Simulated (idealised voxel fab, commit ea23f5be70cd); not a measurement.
process module | voxel air gaps
cross-section cut | 280 nm wide | cells 5 nm
A cross-section is a grid of square cells, given in bands from the top down. A band is one or more rows of cells.
Each band's line starts with the height of the band's top and of its bottom, in nm. Then come its materials from left to right, each with its width in nm. One material with "throughout" fills the band from edge to edge. "air" is empty space.
Height 0 is the level under which the wafer as received is all one material. The lowest band goes on downwards, as in "0 down".
A width such as "30 to 40" changes by the same amount from each row of cells to the next, from the band's top row to its bottom row.
"no change" after a step means that no cell of the cross-section changed.
closed voids: empty space of 8 cells or more with no open way to the top, each as width x height at its distance from the left edge, in nm
after a step's settings: what the simulator itself notes on the step
overlay nm, on a step with a mask: how far to the right of its planned place the mask lay; to the left if negative
plan
1 op RECEIVE | material Si
2 op CONFORMAL_DEP | material SiO2 | thk nm 15
3 op CONFORMAL_DEP | material SiCN | thk nm 5
4 op DIRECTIONAL_DEP | material lowk | thk nm 30
5 op DIRECTIONAL_DEP | material aC | thk nm 15
6 op PATTERN | tone open | mask id LINES | material resist | width nm 20 | pitch nm 50 | thk nm 30 | overlay nm 0
7 op DIRECTIONAL_ETCH | etch materials aC | depth nm 15
8 op STRIP | etch materials resist
9 op DIRECTIONAL_ETCH | etch materials lowk | depth nm 30
10 op STRIP | etch materials aC
11 op CONFORMAL_DEP | material TiN | thk nm 5
12 op FILL_DEP | material Cu | thk nm 5
13 op CMP | height nm 50
14 op EPI | material Ru | thk nm 10
15 op SELECTIVE_ETCH | etch materials lowk | depth nm 40
16 op CONFORMAL_DEP | material SiCN | thk nm 5
first wafer, as planned
as received, after step 1
  0 down: Si throughout
  closed voids: none
after step 2
  15 to 0: SiO2 throughout
  below 0: unchanged
after step 3
  20 to 15: SiCN throughout
  below 15: unchanged
after step 4
  50 to 20: lowk throughout
  below 20: unchanged
after step 5
  65 to 50: aC throughout
  below 50: unchanged
after step 6
  95 to 65: resist 55 | air 20 | resist 30 | air 20 | resist 30 | air 20 | resist 30 | air 20 | resist 55
  below 65: unchanged
after step 7
  80 to 65: resist 55 | air 20 | resist 30 | air 20 | resist 30 | air 20 | resist 30 | air 20 | resist 55
  65 to 50: aC 55 | air 20 | aC 30 | air 20 | aC 30 | air 20 | aC 30 | air 20 | aC 55
  below 50: unchanged
after step 8
  65 to 50: aC 55 | air 20 | aC 30 | air 20 | aC 30 | air 20 | aC 30 | air 20 | aC 55
  below 50: unchanged
after step 9
  65 to 50: aC 55 | air 20 | aC 30 | air 20 | aC 30 | air 20 | aC 30 | air 20 | aC 55
  50 to 20: lowk 55 | air 20 | lowk 30 | air 20 | lowk 30 | air 20 | lowk 30 | air 20 | lowk 55
  below 20: unchanged
after step 10
  50 to 20: lowk 55 | air 20 | lowk 30 | air 20 | lowk 30 | air 20 | lowk 30 | air 20 | lowk 55
  below 20: unchanged
after step 11
  55 to 50: TiN 60 | air 10 | TiN 40 | air 10 | TiN 40 | air 10 | TiN 40 | air 10 | TiN 60
  50 to 25: lowk 55 | TiN 5 | air 10 | TiN 5 | lowk 30 | TiN 5 | air 10 | TiN 5 | lowk 30 | TiN 5 | air 10 | TiN 5 | lowk 30 | TiN 5 | air 10 | TiN 5 | lowk 55
  25 to 20: lowk 55 | TiN 20 | lowk 30 | TiN 20 | lowk 30 | TiN 20 | lowk 30 | TiN 20 | lowk 55
  below 20: unchanged
after step 12
  60 to 55: Cu throughout
  55 to 50: TiN 60 | Cu 10 | TiN 40 | Cu 10 | TiN 40 | Cu 10 | TiN 40 | Cu 10 | TiN 60
  50 to 25: lowk 55 | TiN 5 | Cu 10 | TiN 5 | lowk 30 | TiN 5 | Cu 10 | TiN 5 | lowk 30 | TiN 5 | Cu 10 | TiN 5 | lowk 30 | TiN 5 | Cu 10 | TiN 5 | lowk 55
  below 25: unchanged
after step 13
  50 to 25: lowk 55 | TiN 5 | Cu 10 | TiN 5 | lowk 30 | TiN 5 | Cu 10 | TiN 5 | lowk 30 | TiN 5 | Cu 10 | TiN 5 | lowk 30 | TiN 5 | Cu 10 | TiN 5 | lowk 55
  below 25: unchanged
after step 14
  60 to 50: air 45 | Ru 40 | air 10 | Ru 40 | air 10 | Ru 40 | air 10 | Ru 40 | air 45
  below 50: unchanged
after step 15
  60 to 50: air 45 | Ru 40 | air 10 | Ru 40 | air 10 | Ru 40 | air 10 | Ru 40 | air 45
  50 to 25: air 55 | TiN 5 | Cu 10 | TiN 5 | air 30 | TiN 5 | Cu 10 | TiN 5 | air 30 | TiN 5 | Cu 10 | TiN 5 | air 30 | TiN 5 | Cu 10 | TiN 5 | air 55
  25 to 20: air 55 | TiN 20 | air 30 | TiN 20 | air 30 | TiN 20 | air 30 | TiN 20 | air 55
  below 20: unchanged
after step 16
  65 to 60: air 40 | SiCN 200 | air 40
  60 to 50: air 40 | SiCN 5 | Ru 40 | SiCN 10 | Ru 40 | SiCN 10 | Ru 40 | SiCN 10 | Ru 40 | SiCN 5 | air 40
  50 to 45: air 40 | SiCN 15 | TiN 5 | Cu 10 | TiN 5 | SiCN 30 | TiN 5 | Cu 10 | TiN 5 | SiCN 30 | TiN 5 | Cu 10 | TiN 5 | SiCN 30 | TiN 5 | Cu 10 | TiN 5 | SiCN 15 | air 40
  45 to 25: air 50 | SiCN 5 | TiN 5 | Cu 10 | TiN 5 | SiCN 5 | air 20 | SiCN 5 | TiN 5 | Cu 10 | TiN 5 | SiCN 5 | air 20 | SiCN 5 | TiN 5 | Cu 10 | TiN 5 | SiCN 5 | air 20 | SiCN 5 | TiN 5 | Cu 10 | TiN 5 | SiCN 5 | air 50
  25 to 20: SiCN 55 | TiN 20 | SiCN 30 | TiN 20 | SiCN 30 | TiN 20 | SiCN 30 | TiN 20 | SiCN 55
  below 20: unchanged
  closed voids: 20 x 20 at 80; 20 x 20 at 130; 20 x 20 at 180
second wafer: like start, like plan, one mistake. Through step 3 it matches the first wafer
when step 4 should have ended
  45 to 20: lowk throughout
  below 20: unchanged
when step 5 should have ended
  60 to 45: aC throughout
  below 45: unchanged
when step 6 should have ended
  90 to 60: resist 55 | air 20 | resist 30 | air 20 | resist 30 | air 20 | resist 30 | air 20 | resist 55
  below 60: unchanged
when step 7 should have ended
  75 to 60: resist 55 | air 20 | resist 30 | air 20 | resist 30 | air 20 | resist 30 | air 20 | resist 55
  60 to 45: aC 55 | air 20 | aC 30 | air 20 | aC 30 | air 20 | aC 30 | air 20 | aC 55
  below 45: unchanged
when step 8 should have ended
  60 to 45: aC 55 | air 20 | aC 30 | air 20 | aC 30 | air 20 | aC 30 | air 20 | aC 55
  below 45: unchanged
when step 9 should have ended
  60 to 45: aC 55 | air 20 | aC 30 | air 20 | aC 30 | air 20 | aC 30 | air 20 | aC 55
  45 to 20: lowk 55 | air 20 | lowk 30 | air 20 | lowk 30 | air 20 | lowk 30 | air 20 | lowk 55
  below 20: unchanged
when step 10 should have ended
  45 to 20: lowk 55 | air 20 | lowk 30 | air 20 | lowk 30 | air 20 | lowk 30 | air 20 | lowk 55
  below 20: unchanged
when step 11 should have ended
  50 to 45: TiN 60 | air 10 | TiN 40 | air 10 | TiN 40 | air 10 | TiN 40 | air 10 | TiN 60
  45 to 25: lowk 55 | TiN 5 | air 10 | TiN 5 | lowk 30 | TiN 5 | air 10 | TiN 5 | lowk 30 | TiN 5 | air 10 | TiN 5 | lowk 30 | TiN 5 | air 10 | TiN 5 | lowk 55
  25 to 20: lowk 55 | TiN 20 | lowk 30 | TiN 20 | lowk 30 | TiN 20 | lowk 30 | TiN 20 | lowk 55
  below 20: unchanged
when step 12 should have ended
  55 to 50: Cu throughout
  50 to 45: TiN 60 | Cu 10 | TiN 40 | Cu 10 | TiN 40 | Cu 10 | TiN 40 | Cu 10 | TiN 60
  45 to 25: lowk 55 | TiN 5 | Cu 10 | TiN 5 | lowk 30 | TiN 5 | Cu 10 | TiN 5 | lowk 30 | TiN 5 | Cu 10 | TiN 5 | lowk 30 | TiN 5 | Cu 10 | TiN 5 | lowk 55
  below 25: unchanged
when step 13 should have ended
  50 to 45: TiN 60 | Cu 10 | TiN 40 | Cu 10 | TiN 40 | Cu 10 | TiN 40 | Cu 10 | TiN 60
  below 45: unchanged
when step 14 should have ended
  60 to 50: Ru throughout
  below 50: unchanged
when step 15 should have ended: no change
when step 16 should have ended
  65 to 60: SiCN throughout
  below 60: unchanged
what went wrong: step 4 ran as: op DIRECTIONAL_DEP | material lowk | thk nm 25
at the end the second wafer has, in cells: 48 more of Ru | 96 fewer of SiCN | 40 more of TiN | 200 more of lowk
closed voids at the end (first wafer, second wafer): 3, 0
